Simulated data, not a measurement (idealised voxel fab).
process module | voxel plated lines
175 nm wide, 5 nm square cells: that's cross-section cut.
We lay out every cross-section as a grid of square cells and spell it out in bands from the top down, where one band means one or more rows of cells.
Quick guide to a band line: top height, bottom height (nm) up front; then every material left to right with its width in nm. Only one material and it's marked "edge to edge"? Then it fills the band edge to edge. And "empty" just means empty space.
Height reference: 0 = level under which incoming wafer is all one material. Lowest band: no bottom, runs on downward, e.g. "from 0 down".
Width: "30->40" (first number = top row, second number = bottom row, same change from row to row of cells).
The designation "everything unchanged", where it is given for a processing step, indicates that no cell of the cross-section was altered in the course of that step.
What "Sealed void inventory" gives you is every empty space of 8 cells or more that is cut off from the top. Each appears as width x height at distance, with the distance taken from the left edge and width, height and distance all in nm.
Note: text after step settings on the step line = simulator remark on that step.
Regarding "overlay nm": on a step with a mask, it is the distance the mask lay to the right of its planned place; a negative value places it to the left.

List of planned process steps
1. RECEIVE, material Si
2. CONFORMAL_DEP, material SiO2, thk nm 5
3. DIRECTIONAL_DEP, material TiN, thk nm 5
4. PATTERN, tone open, mask id LINES, material resist, width nm 20, pitch nm 40, thk nm 40, overlay nm 0
5. EPI, material Ru, thk nm 5
6. EPI, material Ru, thk nm 5
7. EPI, material Ru, thk nm 10
8. STRIP, etch materials resist
9. DIRECTIONAL_ETCH, etch materials TiN, depth nm 5
10. CONFORMAL_DEP, material SiN, thk nm 10
Variable across wafers: step 3 thk nm (plan value is that of the first wafer; starting state common to all).

Step 1 complete: as-received cross-section of the first of several wafers
from 0 down: Si edge to edge
Sealed void inventory: none

Per wafer, end of module: cells gained (+) or lost (-) per material since receipt, then closed voids
thk nm 5, +48 Ru, +130 SiN, +35 SiO2, +12 TiN, Sealed void inventory: none
thk nm 10, +48 Ru, +130 SiN, +35 SiO2, +47 TiN, Sealed void inventory: none
thk nm 15, +48 Ru, +130 SiN, +35 SiO2, +82 TiN, Sealed void inventory: none
thk nm 20, +48 Ru, +130 SiN, +35 SiO2, +117 TiN, Sealed void inventory: none
